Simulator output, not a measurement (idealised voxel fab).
Name of the process module below: voxel trench capacitor
This is section cut - it's 300 nm across, gridded in 5 nm square cells.
How to read a cross-section here: the picture is a grid of square cells, written as bands going from the top down, and any band can span one or more rows of cells.
Read a band's entry like this: the first values are the height of its top and the height of its bottom in nm, and what follows is the sequence of materials from left to right, each with its width in nm. Note that "empty" is empty space, and that a single material marked "edge to edge" reaches across the band from edge to edge.
Below 0: as-received wafer, all one material; heights counted from there. Lowest band: no bottom, goes on down, written "0 and below".
Note: "30..40" means the width goes from the first number (top row of the band) to the second number (bottom row) in equal steps per row of cells.
"same as before", as given for a step, is the statement that not any cell of the cross-section underwent a change during that step.
Enclosed voids (no open way to top), threshold 8 cells or more, entry "Enclosed internal voids", notation width x height at distance, distance from left edge, nm.
after a step's settings: what the simulator itself notes on the step
"overlay nm" denotes, for a step that has a mask, the displacement of the mask to the right of its planned place, with negative values corresponding to the left.
**Process steps - plan**
1,RECEIVE, material Si
2,CONFORMAL_DEP, material SiN, thk nm 10
3,PATTERN, tone open, mask id TRENCH, material resist, width nm 15, pitch nm 40, thk nm 20, overlay nm 0
4,DIRECTIONAL_ETCH, etch materials SiN, depth nm 10
5,DIRECTIONAL_ETCH, etch materials Si, depth nm 25
6,STRIP, etch materials resist
7,CONFORMAL_DEP, material Al2O3, thk nm 5
8,FILL_DEP, material polySi, thk nm 5
9,CMP, height nm 10
Don't read the plan's width nm for step 3 as applying to every wafer: that's the first wafer's value, and the wafers differ in it, though they all start identical.
**Cross-section: the first of several wafers in its as-received state, i.e. following step 1**
  0 and below | Si edge to edge
  Enclosed internal voids: none
**End of module: cross-section of the first of several wafers after step 9, the last step**
  10 down to 0 | SiN (80), Al2O3 (5), polySi (5), Al2O3 (5), SiN (25), Al2O3 (5), polySi (5), Al2O3 (5), SiN (25), Al2O3 (5), polySi (5), Al2O3 (5), SiN (25), Al2O3 (5), polySi (5), Al2O3 (5), SiN (85)
  0 down to -20 | Si (80), Al2O3 (5), polySi (5), Al2O3 (5), Si (25), Al2O3 (5), polySi (5), Al2O3 (5), Si (25), Al2O3 (5), polySi (5), Al2O3 (5), Si (25), Al2O3 (5), polySi (5), Al2O3 (5), Si (85)
  -20 down to -25 | Si (80), Al2O3 (15), Si (25), Al2O3 (15), Si (25), Al2O3 (15), Si (25), Al2O3 (15), Si (85)
  -25 and below | Si edge to edge
  Enclosed internal voids: none
**Last wafer of the set, cross-sectioned at end of module**
  10 down to 0 | SiN (75), Al2O3 (5), polySi (15), Al2O3 (5), SiN (15), Al2O3 (5), polySi (15), Al2O3 (5), SiN (15), Al2O3 (5), polySi (15), Al2O3 (5), SiN (15), Al2O3 (5), polySi (15), Al2O3 (5), SiN (80)
  0 down to -20 | Si (75), Al2O3 (5), polySi (15), Al2O3 (5), Si (15), Al2O3 (5), polySi (15), Al2O3 (5), Si (15), Al2O3 (5), polySi (15), Al2O3 (5), Si (15), Al2O3 (5), polySi (15), Al2O3 (5), Si (80)
  -20 down to -25 | Si (75), Al2O3 (25), Si (15), Al2O3 (25), Si (15), Al2O3 (25), Si (15), Al2O3 (25), Si (80)
  -25 and below | Si edge to edge
  Enclosed internal voids: none
**So in this table every wafer gets its own row, and what you see is where it stands at the end of the module: for each material, how many cells it picked up (+) or gave up (-) since we received it, and after that its closed voids**
width nm 15 | +60 Al2O3 | -60 Si | +96 SiN | +24 polySi | Enclosed internal voids: none
width nm 20 | +64 Al2O3 | -80 Si | +88 SiN | +48 polySi | Enclosed internal voids: none
width nm 25 | +68 Al2O3 | -100 Si | +80 SiN | +72 polySi | Enclosed internal voids: none
